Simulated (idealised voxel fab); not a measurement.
A process module follows: voxel wiring stack.
Xsec cut, 260 nm wide, square cell size 5 nm.
A cross-section is a grid of square cells, given in bands from the top down. A band is one or more rows of cells. Per band: top height and bottom height in nm, followed by the left-to-right materials and their widths in nm; "full width" marks a single material spanning edge to edge, "blank" marks empty space. Height is counted from the level 0, under which the received wafer is composed throughout of one material. The lowest of the bands is not closed at the bottom but continues downward, in the notation "z 0 and below". Width "30..40": first value at the band's top row of cells, second value at its bottom row, equal change from row to row. A step reported as "remained unchanged" is a step in which no cell of the cross-section changed. What "Closed void list" gives you is every empty space of 8 cells or more that is cut off from the top. Each appears as width x height at distance, with the distance taken from the left edge and width, height and distance all in nm. The remark found on a step's line after its settings is issued by the simulator itself and pertains to that step. "overlay nm" denotes, for a step that has a mask, the displacement of the mask to the right of its planned place, with negative values corresponding to the left.

List of planned process steps:
1,op RECEIVE | material Si
2,op CONFORMAL_DEP | material SiO2 | thk nm 15
3,op DIRECTIONAL_DEP | material TiN | thk nm 5
4,op DIRECTIONAL_DEP | material Ru | thk nm 25
5,op PATTERN | tone cover | mask id METAL_1 | material resist | width nm 30 | pitch nm 45 | thk nm 15 | overlay nm 0
6,op DIRECTIONAL_ETCH | etch materials Ru | depth nm 25
7,op DIRECTIONAL_ETCH | etch materials TiN | depth nm 5
8,op STRIP | etch materials resist
9,op CONFORMAL_DEP | material SiCN | thk nm 5
10,op FILL_DEP | material SiO2 | thk nm 5
11,op CMP | height nm 45
12,op CONFORMAL_DEP | material SiCN | thk nm 5
13,op DIRECTIONAL_DEP | material lowk | thk nm 20
14,op MASKED_ETCH | tone open | mask id PLUG_1 | width nm 15 | pitch nm 90 | etch materials lowk | depth nm 20 | overlay nm 0
15,op MASKED_ETCH | tone open | mask id PLUG_1 | width nm 15 | pitch nm 90 | etch materials SiCN | depth nm 5 | overlay nm 0
16,op EPI | material Ru | thk nm 10
17,op EPI | material Ru | thk nm 10
18,op EPI | material Ru | thk nm 5
19,op CONFORMAL_DEP | material SiN | thk nm 5
20,op DIRECTIONAL_DEP | material SiO2 | thk nm 25
21,op DIRECTIONAL_DEP | material aC | thk nm 15
22,op PATTERN | tone open | mask id METAL_2 | material resist | width nm 30 | pitch nm 45 | thk nm 35 | overlay nm 0
23,op DIRECTIONAL_ETCH | etch materials aC | depth nm 15
24,op STRIP | etch materials resist
25,op DIRECTIONAL_ETCH | etch materials SiO2 | depth nm 25
26,op DIRECTIONAL_ETCH | etch materials SiN | depth nm 5
27,op STRIP | etch materials aC
28,op CONFORMAL_DEP | material TiN | thk nm 5
29,op FILL_DEP | material Ru | thk nm 10
30,op CMP | height nm 100
31,op EPI | material Ru | thk nm 5
32,op FILL_DEP | material SiCN | thk nm 5
33,op DIRECTIONAL_DEP | material lowk | thk nm 25
34,op PATTERN | tone open | mask id METAL_3 | material resist | width nm 30 | pitch nm 45 | thk nm 20 | overlay nm 0
35,op DIRECTIONAL_ETCH | etch materials lowk | depth nm 15
36,op STRIP | etch materials resist
37,op DIRECTIONAL_DEP | material aC | thk nm 15
38,op PATTERN | tone open | mask id METAL_3_HOLES | material resist | width nm 15 | pitch nm 45 | thk nm 30 | overlay nm 0
39,op DIRECTIONAL_ETCH | etch materials aC | depth nm 15
40,op STRIP | etch materials resist
41,op DIRECTIONAL_ETCH | etch materials lowk | depth nm 10
42,op DIRECTIONAL_ETCH | etch materials SiCN | depth nm 5
43,op STRIP | etch materials aC
44,op CONFORMAL_DEP | material TiN | thk nm 5
45,op FILL_DEP | material Cu | thk nm 5
46,op CMP | height nm 135
47,op CONFORMAL_DEP | material SiN | thk nm 5

The following pertains to the first of two wafers, which was processed as planned:

Cross-sectional view of the wafer in its as-received condition, corresponding to the state after step 1:
- z 0 and below  Si full width
- Closed void list: none

The wafer in cross-section once step 2 is complete:
- z 15 to 0  SiO2 full width
- All layers under 0 are left as they were.

The wafer in cross-section once step 3 is complete:
- z 20 to 15  TiN full width
- All layers under 15 are left as they were.

The wafer in cross-section once step 4 is complete:
- z 45 to 20  Ru full width
- All layers under 20 are left as they were.

The wafer in cross-section once step 5 is complete:
- z 60 to 45  blank: 70, resist: 30, blank: 15, resist: 30, blank: 15, resist: 30, blank: 70
- All layers under 45 are left as they were.

The wafer in cross-section once step 6 is complete:
- z 60 to 45  blank: 70, resist: 30, blank: 15, resist: 30, blank: 15, resist: 30, blank: 70
- z 45 to 20  blank: 70, Ru: 30, blank: 15, Ru: 30, blank: 15, Ru: 30, blank: 70
- All layers under 20 are left as they were.

The wafer in cross-section once step 7 is complete:
- z 60 to 45  blank: 70, resist: 30, blank: 15, resist: 30, blank: 15, resist: 30, blank: 70
- z 45 to 20  blank: 70, Ru: 30, blank: 15, Ru: 30, blank: 15, Ru: 30, blank: 70
- z 20 to 15  blank: 70, TiN: 30, blank: 15, TiN: 30, blank: 15, TiN: 30, blank: 70
- All layers under 15 are left as they were.

The wafer in cross-section once step 8 is complete:
- z 45 to 20  blank: 70, Ru: 30, blank: 15, Ru: 30, blank: 15, Ru: 30, blank: 70
- All layers under 20 are left as they were.

The wafer in cross-section once step 9 is complete:
- z 50 to 45  blank: 65, SiCN: 40, blank: 5, SiCN: 40, blank: 5, SiCN: 40, blank: 65
- z 45 to 20  blank: 65, SiCN: 5, Ru: 30, SiCN: 5, blank: 5, SiCN: 5, Ru: 30, SiCN: 5, blank: 5, SiCN: 5, Ru: 30, SiCN: 5, blank: 65
- z 20 to 15  SiCN: 70, TiN: 30, SiCN: 15, TiN: 30, SiCN: 15, TiN: 30, SiCN: 70
- All layers under 15 are left as they were.

The wafer in cross-section once step 10 is complete:
- z 55 to 50  SiO2 full width
- z 50 to 45  SiO2: 65, SiCN: 40, SiO2: 5, SiCN: 40, SiO2: 5, SiCN: 40, SiO2: 65
- z 45 to 20  SiO2: 65, SiCN: 5, Ru: 30, SiCN: 5, SiO2: 5, SiCN: 5, Ru: 30, SiCN: 5, SiO2: 5, SiCN: 5, Ru: 30, SiCN: 5, SiO2: 65
- All layers under 20 are left as they were.

The wafer in cross-section once step 11 is complete:
- z 45 to 20  SiO2: 65, SiCN: 5, Ru: 30, SiCN: 5, SiO2: 5, SiCN: 5, Ru: 30, SiCN: 5, SiO2: 5, SiCN: 5, Ru: 30, SiCN: 5, SiO2: 65
- All layers under 20 are left as they were.

The wafer in cross-section once step 12 is complete:
- z 50 to 45  SiCN full width
- All layers under 45 are left as they were.

The wafer in cross-section once step 13 is complete:
- z 70 to 50  lowk full width
- All layers under 50 are left as they were.

The wafer in cross-section once step 14 is complete:
- z 70 to 50  lowk: 70, blank: 15, lowk: 75, blank: 15, lowk: 85
- All layers under 50 are left as they were.

The wafer in cross-section once step 15 is complete:
- z 70 to 50  lowk: 70, blank: 15, lowk: 75, blank: 15, lowk: 85
- z 50 to 45  SiCN: 70, blank: 15, SiCN: 75, blank: 15, SiCN: 85
- All layers under 45 are left as they were.

The wafer in cross-section once step 16 is complete:
- z 70 to 55  lowk: 70, blank: 15, lowk: 75, blank: 15, lowk: 85
- z 55 to 50  lowk: 70, Ru: 15, lowk: 75, Ru: 15, lowk: 85
- z 50 to 45  SiCN: 70, Ru: 15, SiCN: 75, Ru: 15, SiCN: 85
- All layers under 45 are left as they were.

The wafer in cross-section once step 17 is complete:
- z 70 to 65  lowk: 70, blank: 15, lowk: 75, blank: 15, lowk: 85
- z 65 to 50  lowk: 70, Ru: 15, lowk: 75, Ru: 15, lowk: 85
- All layers under 50 are left as they were.

The wafer in cross-section once step 18 is complete:
- z 70 to 50  lowk: 70, Ru: 15, lowk: 75, Ru: 15, lowk: 85
- All layers under 50 are left as they were.

The wafer in cross-section once step 19 is complete:
- z 75 to 70  SiN full width
- All layers under 70 are left as they were.

The wafer in cross-section once step 20 is complete:
- z 100 to 75  SiO2 full width
- All layers under 75 are left as they were.

The wafer in cross-section once step 21 is complete:
- z 115 to 100  aC full width
- All layers under 100 are left as they were.

The wafer in cross-section once step 22 is complete:
- z 150 to 115  resist: 70, blank: 30, resist: 15, blank: 30, resist: 15, blank: 30, resist: 70
- All layers under 115 are left as they were.

The wafer in cross-section once step 23 is complete:
- z 135 to 115  resist: 70, blank: 30, resist: 15, blank: 30, resist: 15, blank: 30, resist: 70
- z 115 to 100  aC: 70, blank: 30, aC: 15, blank: 30, aC: 15, blank: 30, aC: 70
- All layers under 100 are left as they were.

The wafer in cross-section once step 24 is complete:
- z 115 to 100  aC: 70, blank: 30, aC: 15, blank: 30, aC: 15, blank: 30, aC: 70
- All layers under 100 are left as they were.

The wafer in cross-section once step 25 is complete:
- z 115 to 100  aC: 70, blank: 30, aC: 15, blank: 30, aC: 15, blank: 30, aC: 70
- z 100 to 75  SiO2: 70, blank: 30, SiO2: 15, blank: 30, SiO2: 15, blank: 30, SiO2: 70
- All layers under 75 are left as they were.

The wafer in cross-section once step 26 is complete:
- z 115 to 100  aC: 70, blank: 30, aC: 15, blank: 30, aC: 15, blank: 30, aC: 70
- z 100 to 75  SiO2: 70, blank: 30, SiO2: 15, blank: 30, SiO2: 15, blank: 30, SiO2: 70
- z 75 to 70  SiN: 70, blank: 30, SiN: 15, blank: 30, SiN: 15, blank: 30, SiN: 70
- All layers under 70 are left as they were.

The wafer in cross-section once step 27 is complete:
- z 100 to 75  SiO2: 70, blank: 30, SiO2: 15, blank: 30, SiO2: 15, blank: 30, SiO2: 70
- All layers under 75 are left as they were.

The wafer in cross-section once step 28 is complete:
- z 105 to 100  TiN: 75, blank: 20, TiN: 25, blank: 20, TiN: 25, blank: 20, TiN: 75
- z 100 to 75  SiO2: 70, TiN: 5, blank: 20, TiN: 5, SiO2: 15, TiN: 5, blank: 20, TiN: 5, SiO2: 15, TiN: 5, blank: 20, TiN: 5, SiO2: 70
- z 75 to 70  SiN: 70, TiN: 30, SiN: 15, TiN: 30, SiN: 15, TiN: 30, SiN: 70
- All layers under 70 are left as they were.

The wafer in cross-section once step 29 is complete:
- z 115 to 105  Ru full width
- z 105 to 100  TiN: 75, Ru: 20, TiN: 25, Ru: 20, TiN: 25, Ru: 20, TiN: 75
- z 100 to 75  SiO2: 70, TiN: 5, Ru: 20, TiN: 5, SiO2: 15, TiN: 5, Ru: 20, TiN: 5, SiO2: 15, TiN: 5, Ru: 20, TiN: 5, SiO2: 70
- All layers under 75 are left as they were.

The wafer in cross-section once step 30 is complete:
- z 100 to 75  SiO2: 70, TiN: 5, Ru: 20, TiN: 5, SiO2: 15, TiN: 5, Ru: 20, TiN: 5, SiO2: 15, TiN: 5, Ru: 20, TiN: 5, SiO2: 70
- All layers under 75 are left as they were.

The wafer in cross-section once step 31 is complete:
- z 105 to 100  blank: 65, Ru: 40, blank: 5, Ru: 40, blank: 5, Ru: 40, blank: 65
- All layers under 100 are left as they were.

The wafer in cross-section once step 32 is complete:
- z 110 to 105  SiCN full width
- z 105 to 100  SiCN: 65, Ru: 40, SiCN: 5, Ru: 40, SiCN: 5, Ru: 40, SiCN: 65
- All layers under 100 are left as they were.

The wafer in cross-section once step 33 is complete:
- z 135 to 110  lowk full width
- All layers under 110 are left as they were.

The wafer in cross-section once step 34 is complete:
- z 155 to 135  resist: 70, blank: 30, resist: 15, blank: 30, resist: 15, blank: 30, resist: 70
- All layers under 135 are left as they were.

The wafer in cross-section once step 35 is complete:
- z 155 to 135  resist: 70, blank: 30, resist: 15, blank: 30, resist: 15, blank: 30, resist: 70
- z 135 to 120  lowk: 70, blank: 30, lowk: 15, blank: 30, lowk: 15, blank: 30, lowk: 70
- All layers under 120 are left as they were.

The wafer in cross-section once step 36 is complete:
- z 135 to 120  lowk: 70, blank: 30, lowk: 15, blank: 30, lowk: 15, blank: 30, lowk: 70
- All layers under 120 are left as they were.

The wafer in cross-section once step 37 is complete:
- z 150 to 135  aC: 70, blank: 30, aC: 15, blank: 30, aC: 15, blank: 30, aC: 70
- z 135 to 120  lowk: 70, aC: 30, lowk: 15, aC: 30, lowk: 15, aC: 30, lowk: 70
- All layers under 120 are left as they were.

The wafer in cross-section once step 38 is complete:
- z 180 to 150  resist: 70, blank: 15, resist: 30, blank: 15, resist: 30, blank: 15, resist: 85
- z 150 to 135  aC: 70, blank: 15, resist: 15, aC: 15, blank: 15, resist: 15, aC: 15, blank: 15, resist: 15, aC: 70
- All layers under 135 are left as they were.

The wafer in cross-section once step 39 is complete:
- z 165 to 150  resist: 70, blank: 15, resist: 30, blank: 15, resist: 30, blank: 15, resist: 85
- z 150 to 135  aC: 70, blank: 15, resist: 15, aC: 15, blank: 15, resist: 15, aC: 15, blank: 15, resist: 15, aC: 70
- z 135 to 120  lowk: 70, blank: 15, aC: 15, lowk: 15, blank: 15, aC: 15, lowk: 15, blank: 15, aC: 15, lowk: 70
- All layers under 120 are left as they were.

The wafer in cross-section once step 40 is complete:
- z 150 to 135  aC: 70, blank: 30, aC: 15, blank: 30, aC: 15, blank: 30, aC: 70
- All layers under 135 are left as they were.

The wafer in cross-section once step 41 is complete:
- z 150 to 135  aC: 70, blank: 30, aC: 15, blank: 30, aC: 15, blank: 30, aC: 70
- z 135 to 120  lowk: 70, blank: 15, aC: 15, lowk: 15, blank: 15, aC: 15, lowk: 15, blank: 15, aC: 15, lowk: 70
- z 120 to 110  lowk: 70, blank: 15, lowk: 30, blank: 15, lowk: 30, blank: 15, lowk: 85
- All layers under 110 are left as they were.

The wafer in cross-section once step 42 is complete:
- z 150 to 135  aC: 70, blank: 30, aC: 15, blank: 30, aC: 15, blank: 30, aC: 70
- z 135 to 120  lowk: 70, blank: 15, aC: 15, lowk: 15, blank: 15, aC: 15, lowk: 15, blank: 15, aC: 15, lowk: 70
- z 120 to 110  lowk: 70, blank: 15, lowk: 30, blank: 15, lowk: 30, blank: 15, lowk: 85
- z 110 to 105  SiCN: 70, blank: 15, SiCN: 30, blank: 15, SiCN: 30, blank: 15, SiCN: 85
- All layers under 105 are left as they were.

The wafer in cross-section once step 43 is complete:
- z 135 to 120  lowk: 70, blank: 30, lowk: 15, blank: 30, lowk: 15, blank: 30, lowk: 70
- All layers under 120 are left as they were.

The wafer in cross-section once step 44 is complete:
- z 140 to 135  TiN: 75, blank: 20, TiN: 25, blank: 20, TiN: 25, blank: 20, TiN: 75
- z 135 to 125  lowk: 70, TiN: 5, blank: 20, TiN: 5, lowk: 15, TiN: 5, blank: 20, TiN: 5, lowk: 15, TiN: 5, blank: 20, TiN: 5, lowk: 70
- z 125 to 120  lowk: 70, TiN: 5, blank: 5, TiN: 20, lowk: 15, TiN: 5, blank: 5, TiN: 20, lowk: 15, TiN: 5, blank: 5, TiN: 20, lowk: 70
- z 120 to 110  lowk: 70, TiN: 5, blank: 5, TiN: 5, lowk: 30, TiN: 5, blank: 5, TiN: 5, lowk: 30, TiN: 5, blank: 5, TiN: 5, lowk: 85
- z 110 to 105  SiCN: 70, TiN: 15, SiCN: 30, TiN: 15, SiCN: 30, TiN: 15, SiCN: 85
- All layers under 105 are left as they were.

The wafer in cross-section once step 45 is complete:
- z 145 to 140  Cu full width
- z 140 to 135  TiN: 75, Cu: 20, TiN: 25, Cu: 20, TiN: 25, Cu: 20, TiN: 75
- z 135 to 125  lowk: 70, TiN: 5, Cu: 20, TiN: 5, lowk: 15, TiN: 5, Cu: 20, TiN: 5, lowk: 15, TiN: 5, Cu: 20, TiN: 5, lowk: 70
- z 125 to 120  lowk: 70, TiN: 5, Cu: 5, TiN: 20, lowk: 15, TiN: 5, Cu: 5, TiN: 20, lowk: 15, TiN: 5, Cu: 5, TiN: 20, lowk: 70
- z 120 to 110  lowk: 70, TiN: 5, Cu: 5, TiN: 5, lowk: 30, TiN: 5, Cu: 5, TiN: 5, lowk: 30, TiN: 5, Cu: 5, TiN: 5, lowk: 85
- All layers under 110 are left as they were.

The wafer in cross-section once step 46 is complete:
- z 135 to 125  lowk: 70, TiN: 5, Cu: 20, TiN: 5, lowk: 15, TiN: 5, Cu: 20, TiN: 5, lowk: 15, TiN: 5, Cu: 20, TiN: 5, lowk: 70
- All layers under 125 are left as they were.

The wafer in cross-section once step 47 is complete:
- z 140 to 135  SiN full width
- All layers under 135 are left as they were.

Okay, second wafer. Nothing different at the start, nothing different in the plan, just one mistake somewhere in the running. As far as step 2, counting that step, it's the first wafer all over again:

Second wafer cross-section, taken as of the time the plan sets for step 3 to be done:
- z 40 to 15  Ru full width
- All layers under 15 are left as they were.

Second wafer cross-section, taken as of the time the plan sets for step 4 to be done:
- z 45 to 40  TiN full width
- All layers under 40 are left as they were.

Second wafer cross-section, taken as of the time the plan sets for step 5 to be done:
- z 60 to 45  blank: 70, resist: 30, blank: 15, resist: 30, blank: 15, resist: 30, blank: 70
- All layers under 45 are left as they were.

Second wafer cross-section, taken as of the time the plan sets for step 6 to be done: remained unchanged

Second wafer cross-section, taken as of the time the plan sets for step 7 to be done:
- z 60 to 45  blank: 70, resist: 30, blank: 15, resist: 30, blank: 15, resist: 30, blank: 70
- z 45 to 40  blank: 70, TiN: 30, blank: 15, TiN: 30, blank: 15, TiN: 30, blank: 70
- All layers under 40 are left as they were.

Second wafer cross-section, taken as of the time the plan sets for step 8 to be done:
- z 45 to 40  blank: 70, TiN: 30, blank: 15, TiN: 30, blank: 15, TiN: 30, blank: 70
- All layers under 40 are left as they were.

Second wafer cross-section, taken as of the time the plan sets for step 9 to be done:
- z 50 to 45  blank: 65, SiCN: 40, blank: 5, SiCN: 40, blank: 5, SiCN: 40, blank: 65
- z 45 to 40  SiCN: 70, TiN: 30, SiCN: 15, TiN: 30, SiCN: 15, TiN: 30, SiCN: 70
- All layers under 40 are left as they were.

Second wafer cross-section, taken as of the time the plan sets for step 10 to be done:
- z 55 to 50  SiO2 full width
- z 50 to 45  SiO2: 65, SiCN: 40, SiO2: 5, SiCN: 40, SiO2: 5, SiCN: 40, SiO2: 65
- All layers under 45 are left as they were.

Second wafer cross-section, taken as of the time the plan sets for step 11 to be done:
- z 45 to 40  SiCN: 70, TiN: 30, SiCN: 15, TiN: 30, SiCN: 15, TiN: 30, SiCN: 70
- All layers under 40 are left as they were.

Second wafer cross-section, taken as of the time the plan sets for step 12 to be done:
- z 50 to 45  SiCN full width
- All layers under 45 are left as they were.

Second wafer cross-section, taken as of the time the plan sets for step 13 to be done:
- z 70 to 50  lowk full width
- All layers under 50 are left as they were.

Second wafer cross-section, taken as of the time the plan sets for step 14 to be done:
- z 70 to 50  lowk: 70, blank: 15, lowk: 75, blank: 15, lowk: 85
- All layers under 50 are left as they were.

Second wafer cross-section, taken as of the time the plan sets for step 15 to be done:
- z 70 to 50  lowk: 70, blank: 15, lowk: 75, blank: 15, lowk: 85
- z 50 to 45  SiCN: 70, blank: 15, SiCN: 75, blank: 15, SiCN: 85
- All layers under 45 are left as they were.

Second wafer cross-section, taken as of the time the plan sets for step 16 to be done:
- z 70 to 55  lowk: 70, blank: 15, lowk: 75, blank: 15, lowk: 85
- z 55 to 50  lowk: 70, Ru: 15, lowk: 75, Ru: 15, lowk: 85
- z 50 to 45  SiCN: 70, Ru: 15, SiCN: 75, Ru: 15, SiCN: 85
- All layers under 45 are left as they were.

Second wafer cross-section, taken as of the time the plan sets for step 17 to be done:
- z 70 to 65  lowk: 70, blank: 15, lowk: 75, blank: 15, lowk: 85
- z 65 to 50  lowk: 70, Ru: 15, lowk: 75, Ru: 15, lowk: 85
- All layers under 50 are left as they were.

Second wafer cross-section, taken as of the time the plan sets for step 18 to be done:
- z 70 to 50  lowk: 70, Ru: 15, lowk: 75, Ru: 15, lowk: 85
- All layers under 50 are left as they were.

Second wafer cross-section, taken as of the time the plan sets for step 19 to be done:
- z 75 to 70  SiN full width
- All layers under 70 are left as they were.

Second wafer cross-section, taken as of the time the plan sets for step 20 to be done:
- z 100 to 75  SiO2 full width
- All layers under 75 are left as they were.

Second wafer cross-section, taken as of the time the plan sets for step 21 to be done:
- z 115 to 100  aC full width
- All layers under 100 are left as they were.

Second wafer cross-section, taken as of the time the plan sets for step 22 to be done:
- z 150 to 115  resist: 70, blank: 30, resist: 15, blank: 30, resist: 15, blank: 30, resist: 70
- All layers under 115 are left as they were.

Second wafer cross-section, taken as of the time the plan sets for step 23 to be done:
- z 135 to 115  resist: 70, blank: 30, resist: 15, blank: 30, resist: 15, blank: 30, resist: 70
- z 115 to 100  aC: 70, blank: 30, aC: 15, blank: 30, aC: 15, blank: 30, aC: 70
- All layers under 100 are left as they were.

Second wafer cross-section, taken as of the time the plan sets for step 24 to be done:
- z 115 to 100  aC: 70, blank: 30, aC: 15, blank: 30, aC: 15, blank: 30, aC: 70
- All layers under 100 are left as they were.

Second wafer cross-section, taken as of the time the plan sets for step 25 to be done:
- z 115 to 100  aC: 70, blank: 30, aC: 15, blank: 30, aC: 15, blank: 30, aC: 70
- z 100 to 75  SiO2: 70, blank: 30, SiO2: 15, blank: 30, SiO2: 15, blank: 30, SiO2: 70
- All layers under 75 are left as they were.

Second wafer cross-section, taken as of the time the plan sets for step 26 to be done:
- z 115 to 100  aC: 70, blank: 30, aC: 15, blank: 30, aC: 15, blank: 30, aC: 70
- z 100 to 75  SiO2: 70, blank: 30, SiO2: 15, blank: 30, SiO2: 15, blank: 30, SiO2: 70
- z 75 to 70  SiN: 70, blank: 30, SiN: 15, blank: 30, SiN: 15, blank: 30, SiN: 70
- All layers under 70 are left as they were.

Second wafer cross-section, taken as of the time the plan sets for step 27 to be done:
- z 100 to 75  SiO2: 70, blank: 30, SiO2: 15, blank: 30, SiO2: 15, blank: 30, SiO2: 70
- All layers under 75 are left as they were.

Second wafer cross-section, taken as of the time the plan sets for step 28 to be done:
- z 105 to 100  TiN: 75, blank: 20, TiN: 25, blank: 20, TiN: 25, blank: 20, TiN: 75
- z 100 to 75  SiO2: 70, TiN: 5, blank: 20, TiN: 5, SiO2: 15, TiN: 5, blank: 20, TiN: 5, SiO2: 15, TiN: 5, blank: 20, TiN: 5, SiO2: 70
- z 75 to 70  SiN: 70, TiN: 30, SiN: 15, TiN: 30, SiN: 15, TiN: 30, SiN: 70
- All layers under 70 are left as they were.

Second wafer cross-section, taken as of the time the plan sets for step 29 to be done:
- z 115 to 105  Ru full width
- z 105 to 100  TiN: 75, Ru: 20, TiN: 25, Ru: 20, TiN: 25, Ru: 20, TiN: 75
- z 100 to 75  SiO2: 70, TiN: 5, Ru: 20, TiN: 5, SiO2: 15, TiN: 5, Ru: 20, TiN: 5, SiO2: 15, TiN: 5, Ru: 20, TiN: 5, SiO2: 70
- All layers under 75 are left as they were.

Second wafer cross-section, taken as of the time the plan sets for step 30 to be done:
- z 100 to 75  SiO2: 70, TiN: 5, Ru: 20, TiN: 5, SiO2: 15, TiN: 5, Ru: 20, TiN: 5, SiO2: 15, TiN: 5, Ru: 20, TiN: 5, SiO2: 70
- All layers under 75 are left as they were.

Second wafer cross-section, taken as of the time the plan sets for step 31 to be done:
- z 105 to 100  blank: 65, Ru: 40, blank: 5, Ru: 40, blank: 5, Ru: 40, blank: 65
- All layers under 100 are left as they were.

Second wafer cross-section, taken as of the time the plan sets for step 32 to be done:
- z 110 to 105  SiCN full width
- z 105 to 100  SiCN: 65, Ru: 40, SiCN: 5, Ru: 40, SiCN: 5, Ru: 40, SiCN: 65
- All layers under 100 are left as they were.

Second wafer cross-section, taken as of the time the plan sets for step 33 to be done:
- z 135 to 110  lowk full width
- All layers under 110 are left as they were.

Second wafer cross-section, taken as of the time the plan sets for step 34 to be done:
- z 155 to 135  resist: 70, blank: 30, resist: 15, blank: 30, resist: 15, blank: 30, resist: 70
- All layers under 135 are left as they were.

Second wafer cross-section, taken as of the time the plan sets for step 35 to be done:
- z 155 to 135  resist: 70, blank: 30, resist: 15, blank: 30, resist: 15, blank: 30, resist: 70
- z 135 to 120  lowk: 70, blank: 30, lowk: 15, blank: 30, lowk: 15, blank: 30, lowk: 70
- All layers under 120 are left as they were.

Second wafer cross-section, taken as of the time the plan sets for step 36 to be done:
- z 135 to 120  lowk: 70, blank: 30, lowk: 15, blank: 30, lowk: 15, blank: 30, lowk: 70
- All layers under 120 are left as they were.

Second wafer cross-section, taken as of the time the plan sets for step 37 to be done:
- z 150 to 135  aC: 70, blank: 30, aC: 15, blank: 30, aC: 15, blank: 30, aC: 70
- z 135 to 120  lowk: 70, aC: 30, lowk: 15, aC: 30, lowk: 15, aC: 30, lowk: 70
- All layers under 120 are left as they were.

Second wafer cross-section, taken as of the time the plan sets for step 38 to be done:
- z 180 to 150  resist: 70, blank: 15, resist: 30, blank: 15, resist: 30, blank: 15, resist: 85
- z 150 to 135  aC: 70, blank: 15, resist: 15, aC: 15, blank: 15, resist: 15, aC: 15, blank: 15, resist: 15, aC: 70
- All layers under 135 are left as they were.

Second wafer cross-section, taken as of the time the plan sets for step 39 to be done:
- z 165 to 150  resist: 70, blank: 15, resist: 30, blank: 15, resist: 30, blank: 15, resist: 85
- z 150 to 135  aC: 70, blank: 15, resist: 15, aC: 15, blank: 15, resist: 15, aC: 15, blank: 15, resist: 15, aC: 70
- z 135 to 120  lowk: 70, blank: 15, aC: 15, lowk: 15, blank: 15, aC: 15, lowk: 15, blank: 15, aC: 15, lowk: 70
- All layers under 120 are left as they were.

Second wafer cross-section, taken as of the time the plan sets for step 40 to be done:
- z 150 to 135  aC: 70, blank: 30, aC: 15, blank: 30, aC: 15, blank: 30, aC: 70
- All layers under 135 are left as they were.

Second wafer cross-section, taken as of the time the plan sets for step 41 to be done:
- z 150 to 135  aC: 70, blank: 30, aC: 15, blank: 30, aC: 15, blank: 30, aC: 70
- z 135 to 120  lowk: 70, blank: 15, aC: 15, lowk: 15, blank: 15, aC: 15, lowk: 15, blank: 15, aC: 15, lowk: 70
- z 120 to 110  lowk: 70, blank: 15, lowk: 30, blank: 15, lowk: 30, blank: 15, lowk: 85
- All layers under 110 are left as they were.

Second wafer cross-section, taken as of the time the plan sets for step 42 to be done:
- z 150 to 135  aC: 70, blank: 30, aC: 15, blank: 30, aC: 15, blank: 30, aC: 70
- z 135 to 120  lowk: 70, blank: 15, aC: 15, lowk: 15, blank: 15, aC: 15, lowk: 15, blank: 15, aC: 15, lowk: 70
- z 120 to 110  lowk: 70, blank: 15, lowk: 30, blank: 15, lowk: 30, blank: 15, lowk: 85
- z 110 to 105  SiCN: 70, blank: 15, SiCN: 30, blank: 15, SiCN: 30, blank: 15, SiCN: 85
- All layers under 105 are left as they were.

Second wafer cross-section, taken as of the time the plan sets for step 43 to be done:
- z 135 to 120  lowk: 70, blank: 30, lowk: 15, blank: 30, lowk: 15, blank: 30, lowk: 70
- All layers under 120 are left as they were.

Second wafer cross-section, taken as of the time the plan sets for step 44 to be done:
- z 140 to 135  TiN: 75, blank: 20, TiN: 25, blank: 20, TiN: 25, blank: 20, TiN: 75
- z 135 to 125  lowk: 70, TiN: 5, blank: 20, TiN: 5, lowk: 15, TiN: 5, blank: 20, TiN: 5, lowk: 15, TiN: 5, blank: 20, TiN: 5, lowk: 70
- z 125 to 120  lowk: 70, TiN: 5, blank: 5, TiN: 20, lowk: 15, TiN: 5, blank: 5, TiN: 20, lowk: 15, TiN: 5, blank: 5, TiN: 20, lowk: 70
- z 120 to 110  lowk: 70, TiN: 5, blank: 5, TiN: 5, lowk: 30, TiN: 5, blank: 5, TiN: 5, lowk: 30, TiN: 5, blank: 5, TiN: 5, lowk: 85
- z 110 to 105  SiCN: 70, TiN: 15, SiCN: 30, TiN: 15, SiCN: 30, TiN: 15, SiCN: 85
- All layers under 105 are left as they were.

Second wafer cross-section, taken as of the time the plan sets for step 45 to be done:
- z 145 to 140  Cu full width
- z 140 to 135  TiN: 75, Cu: 20, TiN: 25, Cu: 20, TiN: 25, Cu: 20, TiN: 75
- z 135 to 125  lowk: 70, TiN: 5, Cu: 20, TiN: 5, lowk: 15, TiN: 5, Cu: 20, TiN: 5, lowk: 15, TiN: 5, Cu: 20, TiN: 5, lowk: 70
- z 125 to 120  lowk: 70, TiN: 5, Cu: 5, TiN: 20, lowk: 15, TiN: 5, Cu: 5, TiN: 20, lowk: 15, TiN: 5, Cu: 5, TiN: 20, lowk: 70
- z 120 to 110  lowk: 70, TiN: 5, Cu: 5, TiN: 5, lowk: 30, TiN: 5, Cu: 5, TiN: 5, lowk: 30, TiN: 5, Cu: 5, TiN: 5, lowk: 85
- All layers under 110 are left as they were.

Second wafer cross-section, taken as of the time the plan sets for step 46 to be done:
- z 135 to 125  lowk: 70, TiN: 5, Cu: 20, TiN: 5, lowk: 15, TiN: 5, Cu: 20, TiN: 5, lowk: 15, TiN: 5, Cu: 20, TiN: 5, lowk: 70
- All layers under 125 are left as they were.

Second wafer cross-section, taken as of the time the plan sets for step 47 to be done:
- z 140 to 135  SiN full width
- All layers under 135 are left as they were.
Here's what went sideways: the run placed steps 3 and 4 each in the position the plan gave to the other
Count the cells at the end and the second wafer has more or fewer of some materials than the first: +170 Ru; -30 SiCN; -140 SiO2
